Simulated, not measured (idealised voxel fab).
The process module that follows is named voxel transistor to metal.
In the cross-section labelled cut, the width is 160 nm and each square cell is 5 nm.
Reading order for cross-sections: top band down to bottom band. Underlying form: a grid of square cells. Band size: one or more rows of cells. In this notation a band is specified by the heights of its top and bottom, in that order and in nm, after which its materials appear from left to right, each paired with its width in nm. The word "all across" attached to a single material means that material fills the band from edge to edge; the word "blank" stands for empty space. Height is counted from the level 0, under which the received wafer is composed throughout of one material. The lowest of the bands is not closed at the bottom but continues downward, in the notation "from 0 down". The two numbers in a width such as "30..40" mark its ends across the band: the first belongs to the top row of cells, the second to the bottom row, and from each row to the next the width moves by the same amount. "no modification" -> step changed no cross-section cell. The entry titled "Closed empty spaces" provides the empty spaces that have no open way to the top, restricted to those of 8 cells or more. Each is presented as width x height at distance, the distance being measured from the left edge, with all three in nm. Whatever follows a step's settings on its line is a remark the simulator itself makes about that step. Steps that use a mask can have "overlay nm" on their line. It says how far the mask sat to the right of where it was meant to be. Negative means to the left. Reading guide: pairs of cross-sections, before and after one process step; after view cut off at lowest changed band; step and settings listed under each pair. Pairs may stem from different runs of this module on the same starting wafer; continuity with the pair above only where the "Before-step section" entry states it.

Before-step section:
from 0 down = Si all across
Closed empty spaces: none

Post-Step Appearance:
from 0 to -5 = SiO2 all across
Under the height -5 nothing was changed.
Closed empty spaces: none
Looking at the two cross-sections above, the step in the middle is OXIDIZE | depth nm 5

Before-step section: Please consult the pair immediately above; the cross-section it shows after its step is the state before this step.

Post-Step Appearance:
from 10 to 0 = SiN all across
Under the height 0 nothing was changed.
Closed empty spaces: none
Looking at the two cross-sections above, the step in the middle is CONFORMAL_DEP | material SiN | thk nm 10

Before-step section: Please consult the pair immediately above; the cross-section it shows after its step is the state before this step.

Post-Step Appearance:
from 10 to 0 = 25 of blank; 110 of SiN; 25 of blank
Under the height 0 nothing was changed.
Closed empty spaces: none
Looking at the two cross-sections above, the step in the middle is MASKED_ETCH | tone cover | mask id ACTIVE | width nm 110 | etch materials SiN | depth nm 10 | overlay nm 0

Before-step section: Please consult the pair immediately above; the cross-section it shows after its step is the state before this step.

Post-Step Appearance:
from 10 to 0 = 25 of blank; 110 of SiN; 25 of blank
from 0 to -5 = 25 of blank; 110 of SiO2; 25 of blank
Under the height -5 nothing was changed.
Closed empty spaces: none
Looking at the two cross-sections above, the step in the middle is MASKED_ETCH | tone cover | mask id ACTIVE | width nm 110 | etch materials SiO2 | depth nm 5 | overlay nm 0

Before-step section: Please consult the pair immediately above; the cross-section it shows after its step is the state before this step.

Post-Step Appearance:
from 10 to 0 = 25 of blank; 110 of SiN; 25 of blank
from 0 to -5 = 25 of blank; 110 of SiO2; 25 of blank
from -5 to -30 = 25 of blank; 110 of Si; 25 of blank
Under the height -30 nothing was changed.
Closed empty spaces: none
Looking at the two cross-sections above, the step in the middle is MASKED_ETCH | tone cover | mask id ACTIVE | width nm 110 | etch materials Si | depth nm 25 | overlay nm 0

Before-step section: Please consult the pair immediately above; the cross-section it shows after its step is the state before this step.

Post-Step Appearance:
from 15 to 10 = SiO2 all across
from 10 to 0 = 25 of SiO2; 110 of SiN; 25 of SiO2
from 0 to -5 = SiO2 all across
from -5 to -30 = 25 of SiO2; 110 of Si; 25 of SiO2
Under the height -30 nothing was changed.
Closed empty spaces: none
Looking at the two cross-sections above, the step in the middle is FILL_DEP | material SiO2 | thk nm 5

Before-step section: Please consult the pair immediately above; the cross-section it shows after its step is the state before this step.

Post-Step Appearance:
from 10 to 0 = 25 of SiO2; 110 of SiN; 25 of SiO2
Under the height 0 nothing was changed.
Closed empty spaces: none
Looking at the two cross-sections above, the step in the middle is CMP | height nm 10

Before-step section: Please consult the pair immediately above; the cross-section it shows after its step is the state before this step.

Post-Step Appearance:
from 10 to 5 = 25 of blank; 110 of SiN; 25 of blank
Under the height 5 nothing was changed.
Closed empty spaces: none
Looking at the two cross-sections above, the step in the middle is SELECTIVE_ETCH | etch materials SiO2 | depth nm 5

Before-step section: Please consult the pair immediately above; the cross-section it shows after its step is the state before this step.

Post-Step Appearance:
from 5 to 0 = 25 of SiO2; 110 of blank; 25 of SiO2
Under the height 0 nothing was changed.
Closed empty spaces: none
Looking at the two cross-sections above, the step in the middle is STRIP | etch materials SiN

Before-step section: Please consult the pair immediately above; the cross-section it shows after its step is the state before this step.

Post-Step Appearance:
from 0 to -5 = 20 of SiO2; 120 of blank; 20 of SiO2
Under the height -5 nothing was changed.
Closed empty spaces: none
Looking at the two cross-sections above, the step in the middle is SELECTIVE_ETCH | etch materials SiO2 | depth nm 5

Before-step section: Please consult the pair immediately above; the cross-section it shows after its step is the state before this step.

Post-Step Appearance:
from 0 to -5 = 20 of SiO2; 120 of blank; 20 of SiO2
from -5 to -10 = SiO2 all across
Under the height -10 nothing was changed.
Closed empty spaces: none
Looking at the two cross-sections above, the step in the middle is OXIDIZE | depth nm 5

Before-step section: Please consult the pair immediately above; the cross-section it shows after its step is the state before this step.

Post-Step Appearance:
from 20 to 15 = 20 of polySi; 120 of blank; 20 of polySi
from 15 to 0 = polySi all across
from 0 to -5 = 20 of SiO2; 120 of polySi; 20 of SiO2
Under the height -5 nothing was changed.
Closed empty spaces: none
Looking at the two cross-sections above, the step in the middle is DIRECTIONAL_DEP | material polySi | thk nm 20

Before-step section: Please consult the pair immediately above; the cross-section it shows after its step is the state before this step.

Post-Step Appearance:
from 35 to 30 = 20 of SiCN; 120 of blank; 20 of SiCN
from 30 to 20 = SiCN all across
from 20 to 15 = 20 of polySi; 120 of SiCN; 20 of polySi
Under the height 15 nothing was changed.
Closed empty spaces: none
Looking at the two cross-sections above, the step in the middle is DIRECTIONAL_DEP | material SiCN | thk nm 15

Before-step section: Please consult the pair immediately above; the cross-section it shows after its step is the state before this step.

Post-Step Appearance:
from 50 to 35 = 65 of blank; 30 of resist; 65 of blank
from 35 to 30 = 20 of SiCN; 45 of blank; 30 of resist; 45 of blank; 20 of SiCN
Under the height 30 nothing was changed.
Closed empty spaces: none
Looking at the two cross-sections above, the step in the middle is PATTERN | tone cover | mask id GATE | material resist | width nm 30 | thk nm 15 | overlay nm 0

Before-step section: Please consult the pair immediately above; the cross-section it shows after its step is the state before this step.

Post-Step Appearance:
from 50 to 30 = 65 of blank; 30 of resist; 65 of blank
from 30 to 20 = 65 of blank; 30 of SiCN; 65 of blank
from 20 to 15 = 20 of polySi; 45 of blank; 30 of SiCN; 45 of blank; 20 of polySi
Under the height 15 nothing was changed.
Closed empty spaces: none
Looking at the two cross-sections above, the step in the middle is DIRECTIONAL_ETCH | etch materials SiCN | depth nm 25

Before-step section: Please consult the pair immediately above; the cross-section it shows after its step is the state before this step.

Post-Step Appearance:
from 50 to 30 = 65 of blank; 30 of resist; 65 of blank
from 30 to 15 = 65 of blank; 30 of SiCN; 65 of blank
from 15 to 0 = 65 of blank; 30 of polySi; 65 of blank
from 0 to -5 = 20 of SiO2; 45 of blank; 30 of polySi; 45 of blank; 20 of SiO2
Under the height -5 nothing was changed.
Closed empty spaces: none
Looking at the two cross-sections above, the step in the middle is DIRECTIONAL_ETCH | etch materials polySi | depth nm 30

Before-step section: Please consult the pair immediately above; the cross-section it shows after its step is the state before this step.

Post-Step Appearance:
from 30 to 15 = 65 of blank; 30 of SiCN; 65 of blank
Under the height 15 nothing was changed.
Closed empty spaces: none
Looking at the two cross-sections above, the step in the middle is STRIP | etch materials resist

Before-step section: Please consult the pair immediately above; the cross-section it shows after its step is the state before this step.

Post-Step Appearance:
from 35 to 30 = 60 of blank; 40 of SiO2; 60 of blank
from 30 to 15 = 60 of blank; 5 of SiO2; 30 of SiCN; 5 of SiO2; 60 of blank
from 15 to 5 = 60 of blank; 5 of SiO2; 30 of polySi; 5 of SiO2; 60 of blank
from 5 to 0 = 25 of SiO2; 35 of blank; 5 of SiO2; 30 of polySi; 5 of SiO2; 35 of blank; 25 of SiO2
from 0 to -5 = 65 of SiO2; 30 of polySi; 65 of SiO2
Under the height -5 nothing was changed.
Closed empty spaces: none
Looking at the two cross-sections above, the step in the middle is CONFORMAL_DEP | material SiO2 | thk nm 5

Before-step section: Please consult the pair immediately above; the cross-section it shows after its step is the state before this step.

Post-Step Appearance:
from 30 to 15 = 60 of blank; 5 of SiO2; 30 of SiCN; 5 of SiO2; 60 of blank
from 15 to 0 = 60 of blank; 5 of SiO2; 30 of polySi; 5 of SiO2; 60 of blank
from 0 to -5 = 25 of SiO2; 35 of blank; 5 of SiO2; 30 of polySi; 5 of SiO2; 35 of blank; 25 of SiO2
Under the height -5 nothing was changed.
Closed empty spaces: none
Looking at the two cross-sections above, the step in the middle is DIRECTIONAL_ETCH | etch materials SiO2 | depth nm 5

Before-step section: Please consult the pair immediately above; the cross-section it shows after its step is the state before this step.

Post-Step Appearance:
from 40 to 30 = 50 of blank; 60 of SiN; 50 of blank
from 30 to 15 = 50 of blank; 10 of SiN; 5 of SiO2; 30 of SiCN; 5 of SiO2; 10 of SiN; 50 of blank
from 15 to 10 = 50 of blank; 10 of SiN; 5 of SiO2; 30 of polySi; 5 of SiO2; 10 of SiN; 50 of blank
from 10 to 5 = 35 of SiN; 15 of blank; 10 of SiN; 5 of SiO2; 30 of polySi; 5 of SiO2; 10 of SiN; 15 of blank; 35 of SiN
from 5 to 0 = 60 of SiN; 5 of SiO2; 30 of polySi; 5 of SiO2; 60 of SiN
from 0 to -5 = 25 of SiO2; 35 of SiN; 5 of SiO2; 30 of polySi; 5 of SiO2; 35 of SiN; 25 of SiO2
Under the height -5 nothing was changed.
Closed empty spaces: none
Looking at the two cross-sections above, the step in the middle is CONFORMAL_DEP | material SiN | thk nm 10

Before-step section: Please consult the pair immediately above; the cross-section it shows after its step is the state before this step.

Post-Step Appearance:
from 30 to 15 = 50 of blank; 10 of SiN; 5 of SiO2; 30 of SiCN; 5 of SiO2; 10 of SiN; 50 of blank
from 15 to 0 = 50 of blank; 10 of SiN; 5 of SiO2; 30 of polySi; 5 of SiO2; 10 of SiN; 50 of blank
from 0 to -5 = 25 of SiO2; 10 of SiN; 15 of blank; 10 of SiN; 5 of SiO2; 30 of polySi; 5 of SiO2; 10 of SiN; 15 of blank; 10 of SiN; 25 of SiO2
Under the height -5 nothing was changed.
Closed empty spaces: none
Looking at the two cross-sections above, the step in the middle is DIRECTIONAL_ETCH | etch materials SiN | depth nm 10

Before-step section: Please consult the pair immediately above; the cross-section it shows after its step is the state before this step.

Post-Step Appearance:
from 30 to 25 = 50 of blank; 10 of SiN; 5 of blank; 30 of SiCN; 5 of blank; 10 of SiN; 50 of blank
from 25 to 15 = 50 of blank; 10 of SiN; 5 of SiO2; 30 of SiCN; 5 of SiO2; 10 of SiN; 50 of blank
from 15 to 0 = 50 of blank; 10 of SiN; 5 of SiO2; 30 of polySi; 5 of SiO2; 10 of SiN; 50 of blank
from 0 to -5 = 25 of blank; 10 of SiN; 15 of blank; 10 of SiN; 5 of SiO2; 30 of polySi; 5 of SiO2; 10 of SiN; 15 of blank; 10 of SiN; 25 of blank
from -5 to -10 = 35 of SiO2; 15 of blank; 60 of SiO2; 15 of blank; 35 of SiO2
Under the height -10 nothing was changed.
Closed empty spaces: none
Looking at the two cross-sections above, the step in the middle is DIRECTIONAL_ETCH | etch materials SiO2 | depth nm 5

Before-step section: Please consult the pair immediately above; the cross-section it shows after its step is the state before this step.

Post-Step Appearance:
from 30 to 25 = 50 of blank; 10 of SiN; 5 of blank; 30 of SiCN; 5 of blank; 10 of SiN; 50 of blank
from 25 to 15 = 50 of blank; 10 of SiN; 5 of SiO2; 30 of SiCN; 5 of SiO2; 10 of SiN; 50 of blank
from 15 to 0 = 50 of blank; 10 of SiN; 5 of SiO2; 30 of polySi; 5 of SiO2; 10 of SiN; 50 of blank
from 0 to -5 = 25 of blank; 10 of SiN; 15 of blank; 10 of SiN; 5 of SiO2; 30 of polySi; 5 of SiO2; 10 of SiN; 15 of blank; 10 of SiN; 25 of blank
from -5 to -10 = 35 of SiO2; 15 of nSi; 60 of SiO2; 15 of nSi; 35 of SiO2
Under the height -10 nothing was changed.
Closed empty spaces: none
Looking at the two cross-sections above, the step in the middle is EPI | material nSi | thk nm 5

Before-step section: Please consult the pair immediately above; the cross-section it shows after its step is the state before this step.

Post-Step Appearance:
from 35 to 30 = SiO2 all across
from 30 to 15 = 50 of SiO2; 10 of SiN; 5 of SiO2; 30 of SiCN; 5 of SiO2; 10 of SiN; 50 of SiO2
from 15 to 0 = 50 of SiO2; 10 of SiN; 5 of SiO2; 30 of polySi; 5 of SiO2; 10 of SiN; 50 of SiO2
from 0 to -5 = 25 of SiO2; 10 of SiN; 15 of SiO2; 10 of SiN; 5 of SiO2; 30 of polySi; 5 of SiO2; 10 of SiN; 15 of SiO2; 10 of SiN; 25 of SiO2
Under the height -5 nothing was changed.
Closed empty spaces: none
Looking at the two cross-sections above, the step in the middle is FILL_DEP | material SiO2 | thk nm 5

Before-step section: Please consult the pair immediately above; the cross-section it shows after its step is the state before this step.

Post-Step Appearance:
from 15 to 0 = 50 of SiO2; 10 of SiN; 5 of SiO2; 30 of polySi; 5 of SiO2; 10 of SiN; 50 of SiO2
Under the height 0 nothing was changed.
Closed empty spaces: none
Looking at the two cross-sections above, the step in the middle is CMP | height nm 15

Before-step section: Please consult the pair immediately above; the cross-section it shows after its step is the state before this step.

Post-Step Appearance:
from 15 to 0 = 50 of SiO2; 10 of SiN; 5 of SiO2; 30 of blank; 5 of SiO2; 10 of SiN; 50 of SiO2
from 0 to -5 = 25 of SiO2; 10 of SiN; 15 of SiO2; 10 of SiN; 5 of SiO2; 30 of blank; 5 of SiO2; 10 of SiN; 15 of SiO2; 10 of SiN; 25 of SiO2
Under the height -5 nothing was changed.
Closed empty spaces: none
Looking at the two cross-sections above, the step in the middle is STRIP | etch materials polySi

Before-step section: Please consult the pair immediately above; the cross-section it shows after its step is the state before this step.

Post-Step Appearance:
from 15 to 10 = 50 of blank; 10 of SiN; 40 of blank; 10 of SiN; 50 of blank
from 10 to 0 = 50 of SiO2; 10 of SiN; 40 of blank; 10 of SiN; 50 of SiO2
from 0 to -5 = 25 of SiO2; 10 of SiN; 15 of SiO2; 10 of SiN; 40 of blank; 10 of SiN; 15 of SiO2; 10 of SiN; 25 of SiO2
from -5 to -10 = 35 of SiO2; 15 of nSi; 10 of SiO2; 40 of blank; 10 of SiO2; 15 of nSi; 35 of SiO2
Under the height -10 nothing was changed.
Closed empty spaces: none
Looking at the two cross-sections above, the step in the middle is SELECTIVE_ETCH | etch materials SiO2 | depth nm 5

Before-step section: Please consult the pair immediately above; the cross-section it shows after its step is the state before this step.

Post-Step Appearance:
from 20 to 15 = 45 of blank; 20 of HfO2; 30 of blank; 20 of HfO2; 45 of blank
from 15 to 10 = 50 of HfO2; 10 of SiN; 5 of HfO2; 30 of blank; 5 of HfO2; 10 of SiN; 50 of HfO2
from 10 to 0 = 50 of SiO2; 10 of SiN; 5 of HfO2; 30 of blank; 5 of HfO2; 10 of SiN; 50 of SiO2
from 0 to -5 = 25 of SiO2; 10 of SiN; 15 of SiO2; 10 of SiN; 5 of HfO2; 30 of blank; 5 of HfO2; 10 of SiN; 15 of SiO2; 10 of SiN; 25 of SiO2
from -5 to -10 = 35 of SiO2; 15 of nSi; 10 of SiO2; 40 of HfO2; 10 of SiO2; 15 of nSi; 35 of SiO2
Under the height -10 nothing was changed.
Closed empty spaces: none
Looking at the two cross-sections above, the step in the middle is CONFORMAL_DEP | material HfO2 | thk nm 5

Before-step section: Please consult the pair immediately above; the cross-section it shows after its step is the state before this step.

Post-Step Appearance:
from 25 to 20 = 40 of blank; 30 of TiN; 20 of blank; 30 of TiN; 40 of blank
from 20 to 15 = 45 of TiN; 20 of HfO2; 5 of TiN; 20 of blank; 5 of TiN; 20 of HfO2; 45 of TiN
from 15 to 10 = 50 of HfO2; 10 of SiN; 5 of HfO2; 5 of TiN; 20 of blank; 5 of TiN; 5 of HfO2; 10 of SiN; 50 of HfO2
from 10 to 0 = 50 of SiO2; 10 of SiN; 5 of HfO2; 5 of TiN; 20 of blank; 5 of TiN; 5 of HfO2; 10 of SiN; 50 of SiO2
from 0 to -5 = 25 of SiO2; 10 of SiN; 15 of SiO2; 10 of SiN; 5 of HfO2; 30 of TiN; 5 of HfO2; 10 of SiN; 15 of SiO2; 10 of SiN; 25 of SiO2
Under the height -5 nothing was changed.
Closed empty spaces: none
Looking at the two cross-sections above, the step in the middle is CONFORMAL_DEP | material TiN | thk nm 5

Before-step section: Please consult the pair immediately above; the cross-section it shows after its step is the state before this step.

Post-Step Appearance:
from 30 to 25 = W all across
from 25 to 20 = 40 of W; 30 of TiN; 20 of W; 30 of TiN; 40 of W
from 20 to 15 = 45 of TiN; 20 of HfO2; 5 of TiN; 20 of W; 5 of TiN; 20 of HfO2; 45 of TiN
from 15 to 10 = 50 of HfO2; 10 of SiN; 5 of HfO2; 5 of TiN; 20 of W; 5 of TiN; 5 of HfO2; 10 of SiN; 50 of HfO2
from 10 to 0 = 50 of SiO2; 10 of SiN; 5 of HfO2; 5 of TiN; 20 of W; 5 of TiN; 5 of HfO2; 10 of SiN; 50 of SiO2
Under the height 0 nothing was changed.
Closed empty spaces: none
Looking at the two cross-sections above, the step in the middle is FILL_DEP | material W | thk nm 5

Before-step section: Please consult the pair immediately above; the cross-section it shows after its step is the state before this step.

Post-Step Appearance:
from 10 to 0 = 50 of SiO2; 10 of SiN; 5 of HfO2; 5 of TiN; 20 of W; 5 of TiN; 5 of HfO2; 10 of SiN; 50 of SiO2
Under the height 0 nothing was changed.
Closed empty spaces: none
Looking at the two cross-sections above, the step in the middle is CMP | height nm 10

Before-step section: Please consult the pair immediately above; the cross-section it shows after its step is the state before this step.

Post-Step Appearance:
from 20 to 10 = SiO2 all across
Under the height 10 nothing was changed.
Closed empty spaces: none
Looking at the two cross-sections above, the step in the middle is DIRECTIONAL_DEP | material SiO2 | thk nm 10

Before-step section: Please consult the pair immediately above; the cross-section it shows after its step is the state before this step.

Post-Step Appearance:
from 20 to 10 = 30 of SiO2; 20 of blank; 60 of SiO2; 20 of blank; 30 of SiO2
from 10 to 0 = 30 of SiO2; 20 of blank; 10 of SiN; 5 of HfO2; 5 of TiN; 20 of W; 5 of TiN; 5 of HfO2; 10 of SiN; 20 of blank; 30 of SiO2
from 0 to -5 = 25 of SiO2; 10 of SiN; 15 of blank; 10 of SiN; 5 of HfO2; 30 of TiN; 5 of HfO2; 10 of SiN; 15 of blank; 10 of SiN; 25 of SiO2
Under the height -5 nothing was changed.
Closed empty spaces: none
Looking at the two cross-sections above, the step in the middle is MASKED_ETCH | tone open | mask id CONTACT | width nm 20 | pitch nm 80 | etch materials SiO2 | depth nm 25 | overlay nm 0

Before-step section: Please consult the pair immediately above; the cross-section it shows after its step is the state before this step.

Post-Step Appearance:
from 25 to 20 = 35 of TiN; 10 of blank; 70 of TiN; 10 of blank; 35 of TiN
from 20 to 10 = 30 of SiO2; 5 of TiN; 10 of blank; 5 of TiN; 60 of SiO2; 5 of TiN; 10 of blank; 5 of TiN; 30 of SiO2
from 10 to 0 = 30 of SiO2; 5..10 of TiN; 10..5 of blank; 5 of TiN; 10 of SiN; 5 of HfO2; 5 of TiN; 20 of W; 5 of TiN; 5 of HfO2; 10 of SiN; 5 of TiN; 10..5 of blank; 5..10 of TiN; 30 of SiO2
from 0 to -5 = 25 of SiO2; 10 of SiN; 15 of TiN; 10 of SiN; 5 of HfO2; 30 of TiN; 5 of HfO2; 10 of SiN; 15 of TiN; 10 of SiN; 25 of SiO2
Under the height -5 nothing was changed.
Closed empty spaces: none
Looking at the two cross-sections above, the step in the middle is CONFORMAL_DEP | material TiN | thk nm 5

Before-step section: Please consult the pair immediately above; the cross-section it shows after its step is the state before this step.

Post-Step Appearance:
from 35 to 25 = W all across
from 25 to 20 = 35 of TiN; 10 of W; 70 of TiN; 10 of W; 35 of TiN
from 20 to 10 = 30 of SiO2; 5 of TiN; 10 of W; 5 of TiN; 60 of SiO2; 5 of TiN; 10 of W; 5 of TiN; 30 of SiO2
from 10 to 0 = 30 of SiO2; 5..10 of TiN; 10..5 of W; 5 of TiN; 10 of SiN; 5 of HfO2; 5 of TiN; 20 of W; 5 of TiN; 5 of HfO2; 10 of SiN; 5 of TiN; 10..5 of W; 5..10 of TiN; 30 of SiO2
Under the height 0 nothing was changed.
Closed empty spaces: none
Looking at the two cross-sections above, the step in the middle is FILL_DEP | material W | thk nm 10

Before-step section: Please consult the pair immediately above; the cross-section it shows after its step is the state before this step.

Post-Step Appearance:
from 20 to 10 = 30 of SiO2; 5 of TiN; 10 of W; 5 of TiN; 60 of SiO2; 5 of TiN; 10 of W; 5 of TiN; 30 of SiO2
Under the height 10 nothing was changed.
Closed empty spaces: none
Looking at the two cross-sections above, the step in the middle is CMP | height nm 20

Before-step section: Please consult the pair immediately above; the cross-section it shows after its step is the state before this step.

Post-Step Appearance:
from 25 to 20 = TiN all across
Under the height 20 nothing was changed.
Closed empty spaces: none
Looking at the two cross-sections above, the step in the middle is DIRECTIONAL_DEP | material TiN | thk nm 5

Before-step section: Please consult the pair immediately above; the cross-section it shows after its step is the state before this step.

Post-Step Appearance:
from 50 to 25 = W all across
Under the height 25 nothing was changed.
Closed empty spaces: none
Looking at the two cross-sections above, the step in the middle is DIRECTIONAL_DEP | material W | thk nm 25

Before-step section: Please consult the pair immediately above; the cross-section it shows after its step is the state before this step.

Post-Step Appearance:
from 50 to 25 = 30 of blank; 20 of W; 60 of blank; 20 of W; 30 of blank
Under the height 25 nothing was changed.
Closed empty spaces: none
Looking at the two cross-sections above, the step in the middle is MASKED_ETCH | tone cover | mask id METAL_1 | width nm 20 | pitch nm 80 | etch materials W | depth nm 25 | overlay nm 0

Before-step section: Please consult the pair immediately above; the cross-section it shows after its step is the state before this step.

Post-Step Appearance:
from 50 to 25 = 30 of blank; 20 of W; 60 of blank; 20 of W; 30 of blank
from 25 to 20 = 30 of blank; 20 of TiN; 60 of blank; 20 of TiN; 30 of blank
Under the height 20 nothing was changed.
Closed empty spaces: none
Looking at the two cross-sections above, the step in the middle is MASKED_ETCH | tone cover | mask id METAL_1 | width nm 20 | pitch nm 80 | etch materials TiN | depth nm 5 | overlay nm 0

Before-step section: Please consult the pair immediately above; the cross-section it shows after its step is the state before this step.

Post-Step Appearance:
from 55 to 50 = 25 of blank; 30 of SiCN; 50 of blank; 30 of SiCN; 25 of blank
from 50 to 25 = 25 of blank; 5 of SiCN; 20 of W; 5 of SiCN; 50 of blank; 5 of SiCN; 20 of W; 5 of SiCN; 25 of blank
from 25 to 20 = 30 of SiCN; 20 of TiN; 60 of SiCN; 20 of TiN; 30 of SiCN
Under the height 20 nothing was changed.
Closed empty spaces: none
Looking at the two cross-sections above, the step in the middle is CONFORMAL_DEP | material SiCN | thk nm 5

Before-step section: Please consult the pair immediately above; the cross-section it shows after its step is the state before this step.

Post-Step Appearance:
from 65 to 55 = lowk all across
from 55 to 50 = 25 of lowk; 30 of SiCN; 50 of lowk; 30 of SiCN; 25 of lowk
from 50 to 25 = 25 of lowk; 5 of SiCN; 20 of W; 5 of SiCN; 50 of lowk; 5 of SiCN; 20 of W; 5 of SiCN; 25 of lowk
Under the height 25 nothing was changed.
Closed empty spaces: none
Looking at the two cross-sections above, the step in the middle is FILL_DEP | material lowk | thk nm 10

Before-step section: Please consult the pair immediately above; the cross-section it shows after its step is the state before this step.

Post-Step Appearance:
from 50 to 25 = 25 of lowk; 5 of SiCN; 20 of W; 5 of SiCN; 50 of lowk; 5 of SiCN; 20 of W; 5 of SiCN; 25 of lowk
Under the height 25 nothing was changed.
Closed empty spaces: none
Looking at the two cross-sections above, the step in the middle is CMP | height nm 50

Before-step section: Please consult the pair immediately above; the cross-section it shows after its step is the state before this step.

Post-Step Appearance:
from 55 to 50 = SiCN all across
Under the height 50 nothing was changed.
Closed empty spaces: none
Looking at the two cross-sections above, the step in the middle is CONFORMAL_DEP | material SiCN | thk nm 5

Before-step section:
from 30 to 15 = 60 of blank; 5 of SiO2; 30 of SiCN; 5 of SiO2; 60 of blank
from 15 to 0 = 60 of blank; 5 of SiO2; 30 of polySi; 5 of SiO2; 60 of blank
from 0 to -5 = 25 of SiO2; 35 of blank; 5 of SiO2; 30 of polySi; 5 of SiO2; 35 of blank; 25 of SiO2
from -5 to -10 = SiO2 all across
from -10 to -30 = 25 of SiO2; 110 of Si; 25 of SiO2
from -30 down = Si all across
Closed empty spaces: none

Post-Step Appearance:
from 30 to 25 = 65 of blank; 30 of SiCN; 65 of blank
from 25 to 15 = 60 of blank; 5 of SiO2; 30 of SiCN; 5 of SiO2; 60 of blank
from 15 to -5 = 60 of blank; 5 of SiO2; 30 of polySi; 5 of SiO2; 60 of blank
from -5 to -10 = 25 of SiO2; 35 of blank; 40 of SiO2; 35 of blank; 25 of SiO2
Under the height -10 nothing was changed.
Closed empty spaces: none
Looking at the two cross-sections above, the step in the middle is DIRECTIONAL_ETCH | etch materials SiO2 | depth nm 5

Before-step section: Please consult the pair immediately above; the cross-section it shows after its step is the state before this step.

Post-Step Appearance:
from 30 to 25 = 65 of blank; 30 of SiCN; 65 of blank
from 25 to 15 = 60 of blank; 5 of SiO2; 30 of SiCN; 5 of SiO2; 60 of blank
from 15 to -5 = 60 of blank; 5 of SiO2; 30 of polySi; 5 of SiO2; 60 of blank
from -5 to -10 = 25 of SiO2; 35 of nSi; 40 of SiO2; 35 of nSi; 25 of SiO2
Under the height -10 nothing was changed.
Closed empty spaces: none
Looking at the two cross-sections above, the step in the middle is EPI | material nSi | thk nm 5

Before-step section: Please consult the pair immediately above; the cross-section it shows after its step is the state before this step.

Post-Step Appearance:
from 35 to 30 = SiO2 all across
from 30 to 15 = 65 of SiO2; 30 of SiCN; 65 of SiO2
from 15 to -5 = 65 of SiO2; 30 of polySi; 65 of SiO2
Under the height -5 nothing was changed.
Closed empty spaces: none
Looking at the two cross-sections above, the step in the middle is FILL_DEP | material SiO2 | thk nm 5

Before-step section: Please consult the pair immediately above; the cross-section it shows after its step is the state before this step.

Post-Step Appearance:
from 15 to -5 = 65 of SiO2; 30 of polySi; 65 of SiO2
Under the height -5 nothing was changed.
Closed empty spaces: none
Looking at the two cross-sections above, the step in the middle is CMP | height nm 15

Before-step section: Please consult the pair immediately above; the cross-section it shows after its step is the state before this step.

Post-Step Appearance:
from 15 to -5 = 65 of SiO2; 30 of blank; 65 of SiO2
Under the height -5 nothing was changed.
Closed empty spaces: none
Looking at the two cross-sections above, the step in the middle is STRIP | etch materials polySi

Before-step section: Please consult the pair immediately above; the cross-section it shows after its step is the state before this step.

Post-Step Appearance:
from 10 to -5 = 60 of SiO2; 40 of blank; 60 of SiO2
from -5 to -10 = 25 of SiO2; 35 of nSi; 40 of blank; 35 of nSi; 25 of SiO2
Under the height -10 nothing was changed.
Closed empty spaces: none
Looking at the two cross-sections above, the step in the middle is SELECTIVE_ETCH | etch materials SiO2 | depth nm 5

Before-step section: Please consult the pair immediately above; the cross-section it shows after its step is the state before this step.

Post-Step Appearance:
from 15 to 10 = 65 of HfO2; 30 of blank; 65 of HfO2
from 10 to -5 = 60 of SiO2; 5 of HfO2; 30 of blank; 5 of HfO2; 60 of SiO2
from -5 to -10 = 25 of SiO2; 35 of nSi; 40 of HfO2; 35 of nSi; 25 of SiO2
Under the height -10 nothing was changed.
Closed empty spaces: none
Looking at the two cross-sections above, the step in the middle is CONFORMAL_DEP | material HfO2 | thk nm 5

Before-step section: Please consult the pair immediately above; the cross-section it shows after its step is the state before this step.

Post-Step Appearance:
from 20 to 15 = 70 of TiN; 20 of blank; 70 of TiN
from 15 to 10 = 65 of HfO2; 5 of TiN; 20 of blank; 5 of TiN; 65 of HfO2
from 10 to 0 = 60 of SiO2; 5 of HfO2; 5 of TiN; 20 of blank; 5 of TiN; 5 of HfO2; 60 of SiO2
from 0 to -5 = 60 of SiO2; 5 of HfO2; 30 of TiN; 5 of HfO2; 60 of SiO2
Under the height -5 nothing was changed.
Closed empty spaces: none
Looking at the two cross-sections above, the step in the middle is CONFORMAL_DEP | material TiN | thk nm 5

Before-step section: Please consult the pair immediately above; the cross-section it shows after its step is the state before this step.

Post-Step Appearance:
from 25 to 20 = W all across
from 20 to 15 = 70 of TiN; 20 of W; 70 of TiN
from 15 to 10 = 65 of HfO2; 5 of TiN; 20 of W; 5 of TiN; 65 of HfO2
from 10 to 0 = 60 of SiO2; 5 of HfO2; 5 of TiN; 20 of W; 5 of TiN; 5 of HfO2; 60 of SiO2
Under the height 0 nothing was changed.
Closed empty spaces: none
Looking at the two cross-sections above, the step in the middle is FILL_DEP | material W | thk nm 5

Before-step section: Please consult the pair immediately above; the cross-section it shows after its step is the state before this step.

Post-Step Appearance:
from 10 to 0 = 60 of SiO2; 5 of HfO2; 5 of TiN; 20 of W; 5 of TiN; 5 of HfO2; 60 of SiO2
Under the height 0 nothing was changed.
Closed empty spaces: none
Looking at the two cross-sections above, the step in the middle is CMP | height nm 10

Before-step section: Please consult the pair immediately above; the cross-section it shows after its step is the state before this step.

Post-Step Appearance:
from 20 to 10 = SiO2 all across
Under the height 10 nothing was changed.
Closed empty spaces: none
Looking at the two cross-sections above, the step in the middle is DIRECTIONAL_DEP | material SiO2 | thk nm 10

Before-step section: Please consult the pair immediately above; the cross-section it shows after its step is the state before this step.

Post-Step Appearance:
from 20 to 10 = 30 of SiO2; 20 of blank; 60 of SiO2; 20 of blank; 30 of SiO2
from 10 to 0 = 30 of SiO2; 20 of blank; 10 of SiO2; 5 of HfO2; 5 of TiN; 20 of W; 5 of TiN; 5 of HfO2; 10 of SiO2; 20 of blank; 30 of SiO2
from 0 to -5 = 30 of SiO2; 20 of blank; 10 of SiO2; 5 of HfO2; 30 of TiN; 5 of HfO2; 10 of SiO2; 20 of blank; 30 of SiO2
Under the height -5 nothing was changed.
Closed empty spaces: none
Looking at the two cross-sections above, the step in the middle is MASKED_ETCH | tone open | mask id CONTACT | width nm 20 | pitch nm 80 | etch materials SiO2 | depth nm 25 | overlay nm 0
